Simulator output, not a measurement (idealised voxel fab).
The process module presented herein is designated voxel double patterning.
Cross-section cut: width 200 nm, square cells of 5 nm.
When this document writes out a cross-section, it uses a grid of square cells and lists it as bands, beginning at the top and moving down, with a band standing for one or more rows of cells. Heads up on the band format: heights come first, top then bottom, in nm. After that it's the materials left to right, each with its width in nm. A single material flagged "all across" fills the whole band edge to edge, and "blank" means there's empty space there. All heights in this document are referenced to 0, defined as the level beneath which the wafer, as received, consists entirely of one material. The lowest band is not bounded below; it extends indefinitely downward and is written in the form "z 0 and below". Width "30 to 40": first value at the band's top row of cells, second value at its bottom row, equal change from row to row. "no modifications" -> step changed no cross-section cell. "Closed void catalog" lists enclosed empty spaces (at least 8 cells, no open path upward to the top), each as width x height at distance from the left edge, in nm. Text after the settings on a step's line: the simulator's own remark on that step. "overlay nm" denotes, for a step that has a mask, the displacement of the mask to the right of its planned place, with negative values corresponding to the left.
Process steps foreseen in the plan:
step 1: RECEIVE [material Si]
step 2: CONFORMAL_DEP [material SiO2] [thk nm 10]
step 3: DIRECTIONAL_DEP [material TiN] [thk nm 15]
step 4: DIRECTIONAL_DEP [material SiCN] [thk nm 10]
step 5: DIRECTIONAL_DEP [material aC] [thk nm 15]
step 6: PATTERN [tone open] [mask id FIRST] [material resist] [width nm 15] [pitch nm 50] [thk nm 35] [overlay nm -15]
step 7: DIRECTIONAL_ETCH [etch materials aC] [depth nm 15]
step 8: STRIP [etch materials resist]
step 9: DIRECTIONAL_ETCH [etch materials SiCN] [depth nm 10]
step 10: STRIP [etch materials aC]
step 11: PATTERN [tone open] [mask id SECOND] [material resist] [width nm 15] [pitch nm 50] [thk nm 20] [overlay nm 0]
step 12: DIRECTIONAL_ETCH [etch materials SiCN] [depth nm 10]
step 13: STRIP [etch materials resist]
step 14: DIRECTIONAL_ETCH [etch materials TiN] [depth nm 15]
step 15: STRIP [etch materials SiCN]
For clarity, it should be stated that the wafers under discussion commence in an identical condition and differ with respect to the overlay nm of step 6, the plan indicating the value that the first wafer had.
Cross-section, first of several wafers, as delivered after step 1:
> z 0 and below | Si all across
> Closed void catalog: none
The cross-section of the first of several wafers is given below for the end of the module, after its final step, step 15:
> z 25 to 10 | 25 TiN; 15 blank; 25 TiN; 25 blank; 25 TiN; 25 blank; 60 TiN
> z 10 to 0 | SiO2 all across
> z 0 and below | Si all across
> Closed void catalog: none
Module end, final wafer: cross-section:
> z 25 to 10 | 55 TiN; 25 blank; 25 TiN; 25 blank; 25 TiN; 15 blank; 30 TiN
> z 10 to 0 | SiO2 all across
> z 0 and below | Si all across
> Closed void catalog: none
Per wafer (row), end of module: delta in cells per material since receipt, (+) for gained, (-) for lost; closed voids after that:
overlay nm -15; +80 SiO2; +81 TiN; Closed void catalog: none
overlay nm -10; +80 SiO2; +75 TiN; Closed void catalog: none
overlay nm -5; +80 SiO2; +75 TiN; Closed void catalog: none
overlay nm 0; +80 SiO2; +75 TiN; Closed void catalog: none
overlay nm 5; +80 SiO2; +75 TiN; Closed void catalog: none
overlay nm 10; +80 SiO2; +75 TiN; Closed void catalog: none
overlay nm 15; +80 SiO2; +81 TiN; Closed void catalog: none
